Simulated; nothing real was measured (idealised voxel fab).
process module | voxel wiring stack
cross-section cut | 295 nm wide | cells 5 nm
A cross-section is a grid of square cells, given in bands from the top down. A band is one or more rows of cells.
Each band's line starts with the height of the band's top and of its bottom, in nm. Then come its materials from left to right, each with its width in nm. One material with "throughout" fills the band from edge to edge. "air" is empty space.
Height 0 is the level under which the wafer as received is all one material. The lowest band goes on downwards, as in "0 down".
A width such as "30 to 40" changes by the same amount from each row of cells to the next, from the band's top row to its bottom row.
"no change" after a step means that no cell of the cross-section changed.
closed voids: empty space of 8 cells or more with no open way to the top, each as width x height at its distance from the left edge, in nm
after a step's settings: what the simulator itself notes on the step
overlay nm, on a step with a mask: how far to the right of its planned place the mask lay; to the left if negative
plan
1 op RECEIVE | material Si
2 op CONFORMAL_DEP | material SiO2 | thk nm 15
3 op CONFORMAL_DEP | material SiN | thk nm 5
4 op DIRECTIONAL_DEP | material lowk | thk nm 15
5 op PATTERN | tone open | mask id METAL_1 | material resist | width nm 25 | pitch nm 55 | thk nm 15 | overlay nm 0
6 op DIRECTIONAL_ETCH | etch materials lowk | depth nm 15
7 op DIRECTIONAL_ETCH | etch materials SiN | depth nm 5
8 op STRIP | etch materials resist
9 op CONFORMAL_DEP | material TiN | thk nm 5
10 op FILL_DEP | material Cu | thk nm 10
11 op CMP | height nm 35
12 op CONFORMAL_DEP | material SiCN | thk nm 5
13 op DIRECTIONAL_DEP | material lowk | thk nm 10
14 op PATTERN | tone open | mask id PLUG_1 | material resist | width nm 15 | pitch nm 55 | thk nm 20 | overlay nm 0
15 op DIRECTIONAL_ETCH | etch materials lowk | depth nm 10
16 op DIRECTIONAL_ETCH | etch materials SiCN | depth nm 5
17 op STRIP | etch materials resist
18 op EPI | material Ru | thk nm 10
19 op EPI | material Ru | thk nm 5
20 op CONFORMAL_DEP | material SiCN | thk nm 5
21 op DIRECTIONAL_DEP | material SiO2 | thk nm 25
22 op PATTERN | tone open | mask id METAL_2 | material resist | width nm 25 | pitch nm 55 | thk nm 15 | overlay nm 0
23 op DIRECTIONAL_ETCH | etch materials SiO2 | depth nm 25
24 op DIRECTIONAL_ETCH | etch materials SiCN | depth nm 5
25 op STRIP | etch materials resist
26 op CONFORMAL_DEP | material TiN | thk nm 5
27 op FILL_DEP | material Ru | thk nm 5
28 op CMP | height nm 80
29 op CONFORMAL_DEP | material SiCN | thk nm 5
30 op DIRECTIONAL_DEP | material SiO2 | thk nm 20
31 op MASKED_ETCH | tone open | mask id PLUG_2 | width nm 15 | pitch nm 110 | etch materials SiO2 | depth nm 20 | overlay nm 0
32 op MASKED_ETCH | tone open | mask id PLUG_2 | width nm 15 | pitch nm 110 | etch materials SiCN | depth nm 5 | overlay nm 0
33 op EPI | material Ru | thk nm 10
34 op EPI | material Ru | thk nm 10
35 op EPI | material Ru | thk nm 5
36 op CONFORMAL_DEP | material SiCN | thk nm 5
37 op DIRECTIONAL_DEP | material lowk | thk nm 20
38 op MASKED_ETCH | tone open | mask id METAL_3 | width nm 25 | pitch nm 55 | etch materials lowk | depth nm 20 | overlay nm 0
39 op MASKED_ETCH | tone open | mask id METAL_3 | width nm 25 | pitch nm 55 | etch materials SiCN | depth nm 5 | overlay nm 0
40 op CONFORMAL_DEP | material TiN | thk nm 5
41 op FILL_DEP | material W | thk nm 10
42 op CMP | height nm 130
43 op CONFORMAL_DEP | material SiCN | thk nm 5
44 op DIRECTIONAL_DEP | material SiO2 | thk nm 35
45 op MASKED_ETCH | tone open | mask id METAL_4_HOLES | width nm 15 | pitch nm 55 | etch materials SiO2 | depth nm 35 | overlay nm 0
46 op PATTERN | tone open | mask id METAL_4 | material resist | width nm 25 | pitch nm 55 | thk nm 20 | overlay nm 0
47 op DIRECTIONAL_ETCH | etch materials SiO2 | depth nm 20
48 op DIRECTIONAL_ETCH | etch materials SiCN | depth nm 5
49 op STRIP | etch materials resist
50 op CONFORMAL_DEP | material TiN | thk nm 5
51 op FILL_DEP | material Ru | thk nm 10
52 op CMP | height nm 170
53 op CONFORMAL_DEP | material SiCN | thk nm 5
first wafer, as planned
as received, after step 1
  0 down: Si throughout
  closed voids: none
after step 2
  15 to 0: SiO2 throughout
  below 0: unchanged
after step 3
  20 to 15: SiN throughout
  below 15: unchanged
after step 4
  35 to 20: lowk throughout
  below 20: unchanged
after step 5
  50 to 35: resist 80 | air 25 | resist 30 | air 25 | resist 30 | air 25 | resist 80
  below 35: unchanged
after step 6
  50 to 35: resist 80 | air 25 | resist 30 | air 25 | resist 30 | air 25 | resist 80
  35 to 20: lowk 80 | air 25 | lowk 30 | air 25 | lowk 30 | air 25 | lowk 80
  below 20: unchanged
after step 7
  50 to 35: resist 80 | air 25 | resist 30 | air 25 | resist 30 | air 25 | resist 80
  35 to 20: lowk 80 | air 25 | lowk 30 | air 25 | lowk 30 | air 25 | lowk 80
  20 to 15: SiN 80 | air 25 | SiN 30 | air 25 | SiN 30 | air 25 | SiN 80
  below 15: unchanged
after step 8
  35 to 20: lowk 80 | air 25 | lowk 30 | air 25 | lowk 30 | air 25 | lowk 80
  below 20: unchanged
after step 9
  40 to 35: TiN 85 | air 15 | TiN 40 | air 15 | TiN 40 | air 15 | TiN 85
  35 to 20: lowk 80 | TiN 5 | air 15 | TiN 5 | lowk 30 | TiN 5 | air 15 | TiN 5 | lowk 30 | TiN 5 | air 15 | TiN 5 | lowk 80
  20 to 15: SiN 80 | TiN 25 | SiN 30 | TiN 25 | SiN 30 | TiN 25 | SiN 80
  below 15: unchanged
after step 10
  50 to 40: Cu throughout
  40 to 35: TiN 85 | Cu 15 | TiN 40 | Cu 15 | TiN 40 | Cu 15 | TiN 85
  35 to 20: lowk 80 | TiN 5 | Cu 15 | TiN 5 | lowk 30 | TiN 5 | Cu 15 | TiN 5 | lowk 30 | TiN 5 | Cu 15 | TiN 5 | lowk 80
  below 20: unchanged
after step 11
  35 to 20: lowk 80 | TiN 5 | Cu 15 | TiN 5 | lowk 30 | TiN 5 | Cu 15 | TiN 5 | lowk 30 | TiN 5 | Cu 15 | TiN 5 | lowk 80
  below 20: unchanged
after step 12
  40 to 35: SiCN throughout
  below 35: unchanged
after step 13
  50 to 40: lowk throughout
  below 40: unchanged
after step 14
  70 to 50: resist 80 | air 15 | resist 40 | air 15 | resist 40 | air 15 | resist 90
  below 50: unchanged
after step 15
  70 to 50: resist 80 | air 15 | resist 40 | air 15 | resist 40 | air 15 | resist 90
  50 to 40: lowk 80 | air 15 | lowk 40 | air 15 | lowk 40 | air 15 | lowk 90
  below 40: unchanged
after step 16
  70 to 50: resist 80 | air 15 | resist 40 | air 15 | resist 40 | air 15 | resist 90
  50 to 40: lowk 80 | air 15 | lowk 40 | air 15 | lowk 40 | air 15 | lowk 90
  40 to 35: SiCN 80 | air 15 | SiCN 40 | air 15 | SiCN 40 | air 15 | SiCN 90
  below 35: unchanged
after step 17
  50 to 40: lowk 80 | air 15 | lowk 40 | air 15 | lowk 40 | air 15 | lowk 90
  below 40: unchanged
after step 18
  50 to 45: lowk 80 | air 15 | lowk 40 | air 15 | lowk 40 | air 15 | lowk 90
  45 to 40: lowk 80 | Ru 15 | lowk 40 | Ru 15 | lowk 40 | Ru 15 | lowk 90
  40 to 35: SiCN 80 | Ru 15 | SiCN 40 | Ru 15 | SiCN 40 | Ru 15 | SiCN 90
  below 35: unchanged
after step 19
  50 to 40: lowk 80 | Ru 15 | lowk 40 | Ru 15 | lowk 40 | Ru 15 | lowk 90
  below 40: unchanged
after step 20
  55 to 50: SiCN throughout
  below 50: unchanged
after step 21
  80 to 55: SiO2 throughout
  below 55: unchanged
after step 22
  95 to 80: resist 80 | air 25 | resist 30 | air 25 | resist 30 | air 25 | resist 80
  below 80: unchanged
after step 23
  95 to 80: resist 80 | air 25 | resist 30 | air 25 | resist 30 | air 25 | resist 80
  80 to 55: SiO2 80 | air 25 | SiO2 30 | air 25 | SiO2 30 | air 25 | SiO2 80
  below 55: unchanged
after step 24
  95 to 80: resist 80 | air 25 | resist 30 | air 25 | resist 30 | air 25 | resist 80
  80 to 55: SiO2 80 | air 25 | SiO2 30 | air 25 | SiO2 30 | air 25 | SiO2 80
  55 to 50: SiCN 80 | air 25 | SiCN 30 | air 25 | SiCN 30 | air 25 | SiCN 80
  below 50: unchanged
after step 25
  80 to 55: SiO2 80 | air 25 | SiO2 30 | air 25 | SiO2 30 | air 25 | SiO2 80
  below 55: unchanged
after step 26
  85 to 80: TiN 85 | air 15 | TiN 40 | air 15 | TiN 40 | air 15 | TiN 85
  80 to 55: SiO2 80 | TiN 5 | air 15 | TiN 5 | SiO2 30 | TiN 5 | air 15 | TiN 5 | SiO2 30 | TiN 5 | air 15 | TiN 5 | SiO2 80
  55 to 50: SiCN 80 | TiN 25 | SiCN 30 | TiN 25 | SiCN 30 | TiN 25 | SiCN 80
  below 50: unchanged
after step 27
  90 to 85: Ru throughout
  85 to 80: TiN 85 | Ru 15 | TiN 40 | Ru 15 | TiN 40 | Ru 15 | TiN 85
  80 to 55: SiO2 80 | TiN 5 | Ru 15 | TiN 5 | SiO2 30 | TiN 5 | Ru 15 | TiN 5 | SiO2 30 | TiN 5 | Ru 15 | TiN 5 | SiO2 80
  below 55: unchanged
after step 28
  80 to 55: SiO2 80 | TiN 5 | Ru 15 | TiN 5 | SiO2 30 | TiN 5 | Ru 15 | TiN 5 | SiO2 30 | TiN 5 | Ru 15 | TiN 5 | SiO2 80
  below 55: unchanged
after step 29
  85 to 80: SiCN throughout
  below 80: unchanged
after step 30
  105 to 85: SiO2 throughout
  below 85: unchanged
after step 31
  105 to 85: SiO2 80 | air 15 | SiO2 95 | air 15 | SiO2 90
  below 85: unchanged
after step 32
  105 to 85: SiO2 80 | air 15 | SiO2 95 | air 15 | SiO2 90
  85 to 80: SiCN 80 | air 15 | SiCN 95 | air 15 | SiCN 90
  below 80: unchanged
after step 33
  105 to 90: SiO2 80 | air 15 | SiO2 95 | air 15 | SiO2 90
  90 to 85: SiO2 80 | Ru 15 | SiO2 95 | Ru 15 | SiO2 90
  85 to 80: SiCN 80 | Ru 15 | SiCN 95 | Ru 15 | SiCN 90
  below 80: unchanged
after step 34
  105 to 100: SiO2 80 | air 15 | SiO2 95 | air 15 | SiO2 90
  100 to 85: SiO2 80 | Ru 15 | SiO2 95 | Ru 15 | SiO2 90
  below 85: unchanged
after step 35
  105 to 85: SiO2 80 | Ru 15 | SiO2 95 | Ru 15 | SiO2 90
  below 85: unchanged
after step 36
  110 to 105: SiCN throughout
  below 105: unchanged
after step 37
  130 to 110: lowk throughout
  below 110: unchanged
after step 38
  130 to 110: lowk 80 | air 25 | lowk 30 | air 25 | lowk 30 | air 25 | lowk 80
  below 110: unchanged
after step 39
  130 to 110: lowk 80 | air 25 | lowk 30 | air 25 | lowk 30 | air 25 | lowk 80
  110 to 105: SiCN 80 | air 25 | SiCN 30 | air 25 | SiCN 30 | air 25 | SiCN 80
  below 105: unchanged
after step 40
  135 to 130: TiN 85 | air 15 | TiN 40 | air 15 | TiN 40 | air 15 | TiN 85
  130 to 110: lowk 80 | TiN 5 | air 15 | TiN 5 | lowk 30 | TiN 5 | air 15 | TiN 5 | lowk 30 | TiN 5 | air 15 | TiN 5 | lowk 80
  110 to 105: SiCN 80 | TiN 25 | SiCN 30 | TiN 25 | SiCN 30 | TiN 25 | SiCN 80
  below 105: unchanged
after step 41
  145 to 135: W throughout
  135 to 130: TiN 85 | W 15 | TiN 40 | W 15 | TiN 40 | W 15 | TiN 85
  130 to 110: lowk 80 | TiN 5 | W 15 | TiN 5 | lowk 30 | TiN 5 | W 15 | TiN 5 | lowk 30 | TiN 5 | W 15 | TiN 5 | lowk 80
  below 110: unchanged
after step 42
  130 to 110: lowk 80 | TiN 5 | W 15 | TiN 5 | lowk 30 | TiN 5 | W 15 | TiN 5 | lowk 30 | TiN 5 | W 15 | TiN 5 | lowk 80
  below 110: unchanged
after step 43
  135 to 130: SiCN throughout
  below 130: unchanged
after step 44
  170 to 135: SiO2 throughout
  below 135: unchanged
after step 45
  170 to 135: SiO2 80 | air 15 | SiO2 40 | air 15 | SiO2 40 | air 15 | SiO2 90
  below 135: unchanged
after step 46
  190 to 170: resist 80 | air 25 | resist 30 | air 25 | resist 30 | air 25 | resist 80
  below 170: unchanged
after step 47
  190 to 170: resist 80 | air 25 | resist 30 | air 25 | resist 30 | air 25 | resist 80
  170 to 150: SiO2 80 | air 25 | SiO2 30 | air 25 | SiO2 30 | air 25 | SiO2 80
  below 150: unchanged
after step 48
  190 to 170: resist 80 | air 25 | resist 30 | air 25 | resist 30 | air 25 | resist 80
  170 to 150: SiO2 80 | air 25 | SiO2 30 | air 25 | SiO2 30 | air 25 | SiO2 80
  150 to 135: SiO2 80 | air 15 | SiO2 40 | air 15 | SiO2 40 | air 15 | SiO2 90
  135 to 130: SiCN 80 | air 15 | SiCN 40 | air 15 | SiCN 40 | air 15 | SiCN 90
  below 130: unchanged
after step 49
  170 to 150: SiO2 80 | air 25 | SiO2 30 | air 25 | SiO2 30 | air 25 | SiO2 80
  below 150: unchanged
after step 50
  175 to 170: TiN 85 | air 15 | TiN 40 | air 15 | TiN 40 | air 15 | TiN 85
  170 to 155: SiO2 80 | TiN 5 | air 15 | TiN 5 | SiO2 30 | TiN 5 | air 15 | TiN 5 | SiO2 30 | TiN 5 | air 15 | TiN 5 | SiO2 80
  155 to 150: SiO2 80 | TiN 5 | air 5 | TiN 15 | SiO2 30 | TiN 5 | air 5 | TiN 15 | SiO2 30 | TiN 5 | air 5 | TiN 15 | SiO2 80
  150 to 135: SiO2 80 | TiN 5 | air 5 | TiN 5 | SiO2 40 | TiN 5 | air 5 | TiN 5 | SiO2 40 | TiN 5 | air 5 | TiN 5 | SiO2 90
  135 to 130: SiCN 80 | TiN 15 | SiCN 40 | TiN 15 | SiCN 40 | TiN 15 | SiCN 90
  below 130: unchanged
after step 51
  185 to 175: Ru throughout
  175 to 170: TiN 85 | Ru 15 | TiN 40 | Ru 15 | TiN 40 | Ru 15 | TiN 85
  170 to 155: SiO2 80 | TiN 5 | Ru 15 | TiN 5 | SiO2 30 | TiN 5 | Ru 15 | TiN 5 | SiO2 30 | TiN 5 | Ru 15 | TiN 5 | SiO2 80
  155 to 150: SiO2 80 | TiN 5 | Ru 5 | TiN 15 | SiO2 30 | TiN 5 | Ru 5 | TiN 15 | SiO2 30 | TiN 5 | Ru 5 | TiN 15 | SiO2 80
  150 to 135: SiO2 80 | TiN 5 | Ru 5 | TiN 5 | SiO2 40 | TiN 5 | Ru 5 | TiN 5 | SiO2 40 | TiN 5 | Ru 5 | TiN 5 | SiO2 90
  below 135: unchanged
after step 52
  170 to 155: SiO2 80 | TiN 5 | Ru 15 | TiN 5 | SiO2 30 | TiN 5 | Ru 15 | TiN 5 | SiO2 30 | TiN 5 | Ru 15 | TiN 5 | SiO2 80
  below 155: unchanged
after step 53
  175 to 170: SiCN throughout
  below 170: unchanged
second wafer: like start, like plan, one mistake. Through step 4 it matches the first wafer
when step 5 should have ended
  50 to 35: resist 90 | air 25 | resist 30 | air 25 | resist 30 | air 25 | resist 70
  below 35: unchanged
when step 6 should have ended
  50 to 35: resist 90 | air 25 | resist 30 | air 25 | resist 30 | air 25 | resist 70
  35 to 20: lowk 90 | air 25 | lowk 30 | air 25 | lowk 30 | air 25 | lowk 70
  below 20: unchanged
when step 7 should have ended
  50 to 35: resist 90 | air 25 | resist 30 | air 25 | resist 30 | air 25 | resist 70
  35 to 20: lowk 90 | air 25 | lowk 30 | air 25 | lowk 30 | air 25 | lowk 70
  20 to 15: SiN 90 | air 25 | SiN 30 | air 25 | SiN 30 | air 25 | SiN 70
  below 15: unchanged
when step 8 should have ended
  35 to 20: lowk 90 | air 25 | lowk 30 | air 25 | lowk 30 | air 25 | lowk 70
  below 20: unchanged
when step 9 should have ended
  40 to 35: TiN 95 | air 15 | TiN 40 | air 15 | TiN 40 | air 15 | TiN 75
  35 to 20: lowk 90 | TiN 5 | air 15 | TiN 5 | lowk 30 | TiN 5 | air 15 | TiN 5 | lowk 30 | TiN 5 | air 15 | TiN 5 | lowk 70
  20 to 15: SiN 90 | TiN 25 | SiN 30 | TiN 25 | SiN 30 | TiN 25 | SiN 70
  below 15: unchanged
when step 10 should have ended
  50 to 40: Cu throughout
  40 to 35: TiN 95 | Cu 15 | TiN 40 | Cu 15 | TiN 40 | Cu 15 | TiN 75
  35 to 20: lowk 90 | TiN 5 | Cu 15 | TiN 5 | lowk 30 | TiN 5 | Cu 15 | TiN 5 | lowk 30 | TiN 5 | Cu 15 | TiN 5 | lowk 70
  below 20: unchanged
when step 11 should have ended
  35 to 20: lowk 90 | TiN 5 | Cu 15 | TiN 5 | lowk 30 | TiN 5 | Cu 15 | TiN 5 | lowk 30 | TiN 5 | Cu 15 | TiN 5 | lowk 70
  below 20: unchanged
when step 12 should have ended
  40 to 35: SiCN throughout
  below 35: unchanged
when step 13 should have ended
  50 to 40: lowk throughout
  below 40: unchanged
when step 14 should have ended
  70 to 50: resist 80 | air 15 | resist 40 | air 15 | resist 40 | air 15 | resist 90
  below 50: unchanged
when step 15 should have ended
  70 to 50: resist 80 | air 15 | resist 40 | air 15 | resist 40 | air 15 | resist 90
  50 to 40: lowk 80 | air 15 | lowk 40 | air 15 | lowk 40 | air 15 | lowk 90
  below 40: unchanged
when step 16 should have ended
  70 to 50: resist 80 | air 15 | resist 40 | air 15 | resist 40 | air 15 | resist 90
  50 to 40: lowk 80 | air 15 | lowk 40 | air 15 | lowk 40 | air 15 | lowk 90
  40 to 35: SiCN 80 | air 15 | SiCN 40 | air 15 | SiCN 40 | air 15 | SiCN 90
  below 35: unchanged
when step 17 should have ended
  50 to 40: lowk 80 | air 15 | lowk 40 | air 15 | lowk 40 | air 15 | lowk 90
  below 40: unchanged
when step 18 should have ended
  50 to 45: lowk 80 | air 15 | lowk 40 | air 15 | lowk 40 | air 15 | lowk 90
  45 to 40: lowk 80 | Ru 15 | lowk 40 | Ru 15 | lowk 40 | Ru 15 | lowk 90
  40 to 35: SiCN 80 | Ru 15 | SiCN 40 | Ru 15 | SiCN 40 | Ru 15 | SiCN 90
  below 35: unchanged
when step 19 should have ended
  50 to 40: lowk 80 | Ru 15 | lowk 40 | Ru 15 | lowk 40 | Ru 15 | lowk 90
  below 40: unchanged
when step 20 should have ended
  55 to 50: SiCN throughout
  below 50: unchanged
when step 21 should have ended
  80 to 55: SiO2 throughout
  below 55: unchanged
when step 22 should have ended
  95 to 80: resist 80 | air 25 | resist 30 | air 25 | resist 30 | air 25 | resist 80
  below 80: unchanged
when step 23 should have ended
  95 to 80: resist 80 | air 25 | resist 30 | air 25 | resist 30 | air 25 | resist 80
  80 to 55: SiO2 80 | air 25 | SiO2 30 | air 25 | SiO2 30 | air 25 | SiO2 80
  below 55: unchanged
when step 24 should have ended
  95 to 80: resist 80 | air 25 | resist 30 | air 25 | resist 30 | air 25 | resist 80
  80 to 55: SiO2 80 | air 25 | SiO2 30 | air 25 | SiO2 30 | air 25 | SiO2 80
  55 to 50: SiCN 80 | air 25 | SiCN 30 | air 25 | SiCN 30 | air 25 | SiCN 80
  below 50: unchanged
when step 25 should have ended
  80 to 55: SiO2 80 | air 25 | SiO2 30 | air 25 | SiO2 30 | air 25 | SiO2 80
  below 55: unchanged
when step 26 should have ended
  85 to 80: TiN 85 | air 15 | TiN 40 | air 15 | TiN 40 | air 15 | TiN 85
  80 to 55: SiO2 80 | TiN 5 | air 15 | TiN 5 | SiO2 30 | TiN 5 | air 15 | TiN 5 | SiO2 30 | TiN 5 | air 15 | TiN 5 | SiO2 80
  55 to 50: SiCN 80 | TiN 25 | SiCN 30 | TiN 25 | SiCN 30 | TiN 25 | SiCN 80
  below 50: unchanged
when step 27 should have ended
  90 to 85: Ru throughout
  85 to 80: TiN 85 | Ru 15 | TiN 40 | Ru 15 | TiN 40 | Ru 15 | TiN 85
  80 to 55: SiO2 80 | TiN 5 | Ru 15 | TiN 5 | SiO2 30 | TiN 5 | Ru 15 | TiN 5 | SiO2 30 | TiN 5 | Ru 15 | TiN 5 | SiO2 80
  below 55: unchanged
when step 28 should have ended
  80 to 55: SiO2 80 | TiN 5 | Ru 15 | TiN 5 | SiO2 30 | TiN 5 | Ru 15 | TiN 5 | SiO2 30 | TiN 5 | Ru 15 | TiN 5 | SiO2 80
  below 55: unchanged
when step 29 should have ended
  85 to 80: SiCN throughout
  below 80: unchanged
when step 30 should have ended
  105 to 85: SiO2 throughout
  below 85: unchanged
when step 31 should have ended
  105 to 85: SiO2 80 | air 15 | SiO2 95 | air 15 | SiO2 90
  below 85: unchanged
when step 32 should have ended
  105 to 85: SiO2 80 | air 15 | SiO2 95 | air 15 | SiO2 90
  85 to 80: SiCN 80 | air 15 | SiCN 95 | air 15 | SiCN 90
  below 80: unchanged
when step 33 should have ended
  105 to 90: SiO2 80 | air 15 | SiO2 95 | air 15 | SiO2 90
  90 to 85: SiO2 80 | Ru 15 | SiO2 95 | Ru 15 | SiO2 90
  85 to 80: SiCN 80 | Ru 15 | SiCN 95 | Ru 15 | SiCN 90
  below 80: unchanged
when step 34 should have ended
  105 to 100: SiO2 80 | air 15 | SiO2 95 | air 15 | SiO2 90
  100 to 85: SiO2 80 | Ru 15 | SiO2 95 | Ru 15 | SiO2 90
  below 85: unchanged
when step 35 should have ended
  105 to 85: SiO2 80 | Ru 15 | SiO2 95 | Ru 15 | SiO2 90
  below 85: unchanged
when step 36 should have ended
  110 to 105: SiCN throughout
  below 105: unchanged
when step 37 should have ended
  130 to 110: lowk throughout
  below 110: unchanged
when step 38 should have ended
  130 to 110: lowk 80 | air 25 | lowk 30 | air 25 | lowk 30 | air 25 | lowk 80
  below 110: unchanged
when step 39 should have ended
  130 to 110: lowk 80 | air 25 | lowk 30 | air 25 | lowk 30 | air 25 | lowk 80
  110 to 105: SiCN 80 | air 25 | SiCN 30 | air 25 | SiCN 30 | air 25 | SiCN 80
  below 105: unchanged
when step 40 should have ended
  135 to 130: TiN 85 | air 15 | TiN 40 | air 15 | TiN 40 | air 15 | TiN 85
  130 to 110: lowk 80 | TiN 5 | air 15 | TiN 5 | lowk 30 | TiN 5 | air 15 | TiN 5 | lowk 30 | TiN 5 | air 15 | TiN 5 | lowk 80
  110 to 105: SiCN 80 | TiN 25 | SiCN 30 | TiN 25 | SiCN 30 | TiN 25 | SiCN 80
  below 105: unchanged
when step 41 should have ended
  145 to 135: W throughout
  135 to 130: TiN 85 | W 15 | TiN 40 | W 15 | TiN 40 | W 15 | TiN 85
  130 to 110: lowk 80 | TiN 5 | W 15 | TiN 5 | lowk 30 | TiN 5 | W 15 | TiN 5 | lowk 30 | TiN 5 | W 15 | TiN 5 | lowk 80
  below 110: unchanged
when step 42 should have ended
  130 to 110: lowk 80 | TiN 5 | W 15 | TiN 5 | lowk 30 | TiN 5 | W 15 | TiN 5 | lowk 30 | TiN 5 | W 15 | TiN 5 | lowk 80
  below 110: unchanged
when step 43 should have ended
  135 to 130: SiCN throughout
  below 130: unchanged
when step 44 should have ended
  170 to 135: SiO2 throughout
  below 135: unchanged
when step 45 should have ended
  170 to 135: SiO2 80 | air 15 | SiO2 40 | air 15 | SiO2 40 | air 15 | SiO2 90
  below 135: unchanged
when step 46 should have ended
  190 to 170: resist 80 | air 25 | resist 30 | air 25 | resist 30 | air 25 | resist 80
  below 170: unchanged
when step 47 should have ended
  190 to 170: resist 80 | air 25 | resist 30 | air 25 | resist 30 | air 25 | resist 80
  170 to 150: SiO2 80 | air 25 | SiO2 30 | air 25 | SiO2 30 | air 25 | SiO2 80
  below 150: unchanged
when step 48 should have ended
  190 to 170: resist 80 | air 25 | resist 30 | air 25 | resist 30 | air 25 | resist 80
  170 to 150: SiO2 80 | air 25 | SiO2 30 | air 25 | SiO2 30 | air 25 | SiO2 80
  150 to 135: SiO2 80 | air 15 | SiO2 40 | air 15 | SiO2 40 | air 15 | SiO2 90
  135 to 130: SiCN 80 | air 15 | SiCN 40 | air 15 | SiCN 40 | air 15 | SiCN 90
  below 130: unchanged
when step 49 should have ended
  170 to 150: SiO2 80 | air 25 | SiO2 30 | air 25 | SiO2 30 | air 25 | SiO2 80
  below 150: unchanged
when step 50 should have ended
  175 to 170: TiN 85 | air 15 | TiN 40 | air 15 | TiN 40 | air 15 | TiN 85
  170 to 155: SiO2 80 | TiN 5 | air 15 | TiN 5 | SiO2 30 | TiN 5 | air 15 | TiN 5 | SiO2 30 | TiN 5 | air 15 | TiN 5 | SiO2 80
  155 to 150: SiO2 80 | TiN 5 | air 5 | TiN 15 | SiO2 30 | TiN 5 | air 5 | TiN 15 | SiO2 30 | TiN 5 | air 5 | TiN 15 | SiO2 80
  150 to 135: SiO2 80 | TiN 5 | air 5 | TiN 5 | SiO2 40 | TiN 5 | air 5 | TiN 5 | SiO2 40 | TiN 5 | air 5 | TiN 5 | SiO2 90
  135 to 130: SiCN 80 | TiN 15 | SiCN 40 | TiN 15 | SiCN 40 | TiN 15 | SiCN 90
  below 130: unchanged
when step 51 should have ended
  185 to 175: Ru throughout
  175 to 170: TiN 85 | Ru 15 | TiN 40 | Ru 15 | TiN 40 | Ru 15 | TiN 85
  170 to 155: SiO2 80 | TiN 5 | Ru 15 | TiN 5 | SiO2 30 | TiN 5 | Ru 15 | TiN 5 | SiO2 30 | TiN 5 | Ru 15 | TiN 5 | SiO2 80
  155 to 150: SiO2 80 | TiN 5 | Ru 5 | TiN 15 | SiO2 30 | TiN 5 | Ru 5 | TiN 15 | SiO2 30 | TiN 5 | Ru 5 | TiN 15 | SiO2 80
  150 to 135: SiO2 80 | TiN 5 | Ru 5 | TiN 5 | SiO2 40 | TiN 5 | Ru 5 | TiN 5 | SiO2 40 | TiN 5 | Ru 5 | TiN 5 | SiO2 90
  below 135: unchanged
when step 52 should have ended
  170 to 155: SiO2 80 | TiN 5 | Ru 15 | TiN 5 | SiO2 30 | TiN 5 | Ru 15 | TiN 5 | SiO2 30 | TiN 5 | Ru 15 | TiN 5 | SiO2 80
  below 155: unchanged
when step 53 should have ended
  175 to 170: SiCN throughout
  below 170: unchanged
what went wrong: step 5 ran as: op PATTERN | tone open | mask id METAL_1 | material resist | width nm 25 | pitch nm 55 | thk nm 15 | overlay nm 10
at the end the second wafer has, in cells: as many of each material as the first, in other places
